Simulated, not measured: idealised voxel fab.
The following process module bears the name voxel spacer lines.
225 nm wide, 5 nm square cells: that's cross-section cut.
For the purposes of this document, a cross-section shall be understood as a grid of square cells, specified as bands listed in top-to-bottom order, each band consisting of one or more rows of cells. Per band: top height and bottom height in nm, followed by the left-to-right materials and their widths in nm; "edge to edge" marks a single material spanning edge to edge, "empty" marks empty space. Convention: height 0 is the level below which the wafer, as received, is all one material. The lowest band does not terminate at the bottom but continues downward, represented as "top 0, no bottom". A two-number width, for instance "30..40", indicates that the width is equal to the first number in the top row of the band and to the second number in the bottom row, and that it changes by a constant amount per row of cells. A step reported as "everything unchanged" is a step in which no cell of the cross-section changed. The list in "Voids, fully enclosed" covers empty spaces of 8 cells or more that cannot reach the top through any open way, and it gives each as width x height at distance; the distance is from the left edge, and width, height and distance are in nm. Post-settings text on a step line: simulator's own remark regarding the step. The optional step-line setting "overlay nm" applies to steps with a mask and quantifies how far to the right of its planned location the mask lay, a negative value indicating leftward placement.
List of planned process steps
| 1 | RECEIVE,material Si |
| 2 | CONFORMAL_DEP,material Al2O3,thk nm 5 |
| 3 | DIRECTIONAL_DEP,material polySi,thk nm 20 |
| 4 | DIRECTIONAL_DEP,material aC,thk nm 20 |
| 5 | PATTERN,tone cover,mask id MANDREL,material resist,width nm 20,pitch nm 70,thk nm 25,overlay nm 0 |
| 6 | DIRECTIONAL_ETCH,etch materials aC,depth nm 20 |
| 7 | STRIP,etch materials resist |
| 8 | CONFORMAL_DEP,material SiN,thk nm 15 |
| 9 | DIRECTIONAL_ETCH,etch materials SiN,depth nm 15 |
| 10 | STRIP,etch materials aC |
| 11 | DIRECTIONAL_ETCH,etch materials polySi,depth nm 20 |
| 12 | STRIP,etch materials SiN |
Cross-section, incoming material, after step 1
top 0, no bottom | Si edge to edge
Voids, fully enclosed: none
What the wafer looks like in cross-section after this module, when it starts as shown above and follows the plan above but one mistake is made in running it
top 25, bottom 5 | 5 nm empty, 15 nm polySi, 20 nm empty, 15 nm polySi, 20 nm empty, 15 nm polySi, 20 nm empty, 15 nm polySi, 20 nm empty, 15 nm polySi, 20 nm empty, 15 nm polySi, 30 nm empty
top 5, bottom 0 | Al2O3 edge to edge
top 0, no bottom | Si edge to edge
Voids, fully enclosed: none
Want to know what went wrong? step 5 changed vs plan, executed as PATTERN,tone cover,mask id MANDREL,material resist,width nm 20,pitch nm 70,thk nm 25,overlay nm -10
